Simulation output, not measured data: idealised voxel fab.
Title: Process Module voxel fin reveal
This is section cut - it's 295 nm across, gridded in 5 nm square cells.
Cross-sections here: square-cell grids, written as top-down lists of bands, a band being one or more rows of cells. Look at the band entry: it leads with the top's height and the bottom's height in nm. Then it lists the materials left to right, with a width in nm for each. The word "edge to edge" on a single material says that material fills the band edge to edge. The word "blank" is empty space. For the purposes of this specification, 0 denotes the height below which the wafer in its as-received condition is composed wholly of one material, and the lowermost band, lacking a lower limit, extends downward without end, as expressed in "0 nm and below". Width "30->40": first value at the band's top row of cells, second value at its bottom row, equal change from row to row. Step marked "identical to before"? Then no cell in the cross-section changed in it. "Sealed void inventory" enumerates empty spaces isolated from the top, with no open way to it, that contain at least 8 cells, giving each as width x height at distance from the left edge, all three in nm. Anything after a step's settings on that line? It's the simulator's own note about the step. "overlay nm", when on a step's line for a step with a mask, measures how far to the right of its planned place the mask lay; a negative measure means to the left.

# Process steps (planned)
1) RECEIVE: material Si
2) CONFORMAL_DEP: material SiN, thk nm 5
3) PATTERN: tone cover, mask id FINS, material resist, width nm 15, pitch nm 40, thk nm 15, overlay nm 0
4) DIRECTIONAL_ETCH: etch materials SiN, depth nm 5
5) DIRECTIONAL_ETCH: etch materials Si, depth nm 40
6) STRIP: etch materials resist
7) FILL_DEP: material SiO2, thk nm 5
8) CMP: height nm 5
9) SELECTIVE_ETCH: etch materials SiO2, depth nm 30
10) STRIP: etch materials SiN
11) CONFORMAL_DEP: material SiO2, thk nm 5

# So this is the incoming wafer in cross-section - it's already been through step 1
0 nm and below  Si edge to edge
Sealed void inventory: none

# Cross-section taken at module completion on the first of two wafers; processed per the plan
5 nm to 0 nm  blank=75, SiO2=25, blank=15, SiO2=25, blank=15, SiO2=25, blank=15, SiO2=25, blank=75
0 nm to -20 nm  blank=75, SiO2=5, Si=15, SiO2=5, blank=15, SiO2=5, Si=15, SiO2=5, blank=15, SiO2=5, Si=15, SiO2=5, blank=15, SiO2=5, Si=15, SiO2=5, blank=75
-20 nm to -40 nm  SiO2=80, Si=15, SiO2=25, Si=15, SiO2=25, Si=15, SiO2=25, Si=15, SiO2=80
-40 nm and below  Si edge to edge
Sealed void inventory: none

# Cross-section, wafer two of two, end of module: same start and plan as wafer one, one error in execution
5 nm to 0 nm  SiO2=85, blank=5, SiO2=35, blank=5, SiO2=35, blank=5, SiO2=35, blank=5, SiO2=85
0 nm to -20 nm  Si=80, SiO2=5, blank=5, SiO2=5, Si=25, SiO2=5, blank=5, SiO2=5, Si=25, SiO2=5, blank=5, SiO2=5, Si=25, SiO2=5, blank=5, SiO2=5, Si=80
-20 nm to -40 nm  Si=80, SiO2=15, Si=25, SiO2=15, Si=25, SiO2=15, Si=25, SiO2=15, Si=80
-40 nm and below  Si edge to edge
Sealed void inventory: none
It is concluded that the wafer was processed incorrectly with respect to the plan, in that for step 3, the planned setting was not used; the step was instead run as PATTERN: tone open, mask id FINS, material resist, width nm 15, pitch nm 40, thk nm 15, overlay nm 0
Final difference in cells, second wafer against first, listed per material as more or fewer: Si: 280 more, SiO2: 105 fewer
